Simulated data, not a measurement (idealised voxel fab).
This section sets out a process module, namely voxel capacitor over wiring.
170 nm wide, 5 nm square cells: that's cross-section cut.
Cross-section spec: square-cell grid; bands listed top down; each band is one or more rows.
Per band: top height and bottom height in nm, followed by the left-to-right materials and their widths in nm; "edge to edge" marks a single material spanning edge to edge, "air" marks empty space.
Note: height 0 marks the level under which the wafer is uniformly one material as received. Lowest band unbounded below, written "0 -> down".
Width "30..40": first value at the band's top row of cells, second value at its bottom row, equal change from row to row.
"left unchanged" (step): cross-section cells unchanged, all of them.
Listed in "Enclosed void catalog": every empty space of 8 or more cells without an open way to the top. Form: width x height at distance, the distance being from the left edge, all in nm.
Post-settings text on a step line: simulator's own remark regarding the step.
For masked steps, "overlay nm" on the step line gives how far right of plan the mask actually lay; a minus sign means it lay to the left.

Process steps - plan
step 1: RECEIVE,material Si
step 2: CONFORMAL_DEP,material SiO2,thk nm 10
step 3: CONFORMAL_DEP,material SiN,thk nm 5
step 4: DIRECTIONAL_DEP,material SiO2,thk nm 15
step 5: PATTERN,tone open,mask id METAL_1,material resist,width nm 30,pitch nm 95,thk nm 15,overlay nm 0
step 6: DIRECTIONAL_ETCH,etch materials SiO2,depth nm 15
step 7: DIRECTIONAL_ETCH,etch materials SiN,depth nm 5
step 8: STRIP,etch materials resist
step 9: CONFORMAL_DEP,material TiN,thk nm 5
step 10: FILL_DEP,material Cu,thk nm 5
step 11: CMP,height nm 30
step 12: CONFORMAL_DEP,material SiCN,thk nm 5
step 13: DIRECTIONAL_DEP,material SiO2,thk nm 10
step 14: DIRECTIONAL_DEP,material aC,thk nm 10
step 15: PATTERN,tone open,mask id PLUG_1,material resist,width nm 15,thk nm 25,overlay nm 0
step 16: DIRECTIONAL_ETCH,etch materials aC,depth nm 10
step 17: STRIP,etch materials resist
step 18: DIRECTIONAL_ETCH,etch materials SiO2,depth nm 10
step 19: DIRECTIONAL_ETCH,etch materials SiCN,depth nm 5
step 20: STRIP,etch materials aC
step 21: CONFORMAL_DEP,material TiN,thk nm 5
step 22: FILL_DEP,material Ru,thk nm 5
step 23: CMP,height nm 45
step 24: DIRECTIONAL_DEP,material TiN,thk nm 10
step 25: DIRECTIONAL_DEP,material HfO2,thk nm 5
step 26: DIRECTIONAL_DEP,material TiN,thk nm 10
step 27: MASKED_ETCH,tone cover,mask id UPPER_PLATE,width nm 70,etch materials TiN,depth nm 10,overlay nm 0
step 28: MASKED_ETCH,tone cover,mask id UPPER_PLATE,width nm 70,etch materials HfO2,depth nm 5,overlay nm 0
step 29: DIRECTIONAL_DEP,material aC,thk nm 15
step 30: PATTERN,tone cover,mask id LOWER_PLATE,material resist,width nm 80,thk nm 30,overlay nm 0
step 31: DIRECTIONAL_ETCH,etch materials aC,depth nm 15
step 32: STRIP,etch materials resist
step 33: DIRECTIONAL_ETCH,etch materials TiN,depth nm 10
step 34: STRIP,etch materials aC
step 35: FILL_DEP,material SiO2,thk nm 15
step 36: CMP,height nm 80
step 37: PATTERN,tone open,mask id PLUG_2,material resist,width nm 15,thk nm 15,overlay nm 0
step 38: DIRECTIONAL_ETCH,etch materials SiO2,depth nm 10
step 39: STRIP,etch materials resist
step 40: CONFORMAL_DEP,material TiN,thk nm 5
step 41: FILL_DEP,material Ru,thk nm 10
step 42: CMP,height nm 80
step 43: CONFORMAL_DEP,material SiCN,thk nm 5

Received-state cross-section, reflecting completion of step 1
0 -> down  Si edge to edge
Enclosed void catalog: none

Cross-section: first of two wafers, module finished, run according to plan
85 -> 80  SiCN edge to edge
80 -> 75  SiO2=45, TiN=5, Ru=5, TiN=5, SiO2=110
75 -> 70  SiO2=45, TiN=15, SiO2=110
70 -> 60  SiO2=35, TiN=70, SiO2=65
60 -> 55  SiO2=35, HfO2=70, SiO2=65
55 -> 45  SiO2=30, TiN=80, SiO2=60
45 -> 35  SiO2=35, TiN=5, Ru=5, TiN=5, SiO2=120
35 -> 30  SiCN=35, TiN=15, SiCN=120
30 -> 15  SiO2=20, TiN=5, Cu=20, TiN=5, SiO2=65, TiN=5, Cu=20, TiN=5, SiO2=25
15 -> 10  SiN=20, TiN=30, SiN=65, TiN=30, SiN=25
10 -> 0  SiO2 edge to edge
0 -> down  Si edge to edge
Enclosed void catalog: none

The second wafer, shown in cross-section after the module: started the same way as the first and given the same plan, yet one mistake crept into how it was run
85 -> 80  SiCN edge to edge
80 -> 75  SiO2=45, TiN=5, Ru=5, TiN=5, SiO2=110
75 -> 70  SiO2=45, TiN=15, SiO2=110
70 -> 60  SiO2=35, TiN=70, SiO2=65
60 -> 55  SiO2=35, HfO2=70, SiO2=65
55 -> 45  SiO2 edge to edge
45 -> 35  SiO2=35, TiN=5, Ru=5, TiN=5, SiO2=120
35 -> 30  SiCN=35, TiN=15, SiCN=120
30 -> 15  SiO2=20, TiN=5, Cu=20, TiN=5, SiO2=65, TiN=5, Cu=20, TiN=5, SiO2=25
15 -> 10  SiN=20, TiN=30, SiN=65, TiN=30, SiN=25
10 -> 0  SiO2 edge to edge
0 -> down  Si edge to edge
Enclosed void catalog: none
Want to know what went wrong? so step 24 ended up running with a different setting than we planned, it ran as DIRECTIONAL_DEP,material SiO2,thk nm 10
at the end the second wafer has, in cells: SiO2 +32, TiN -32
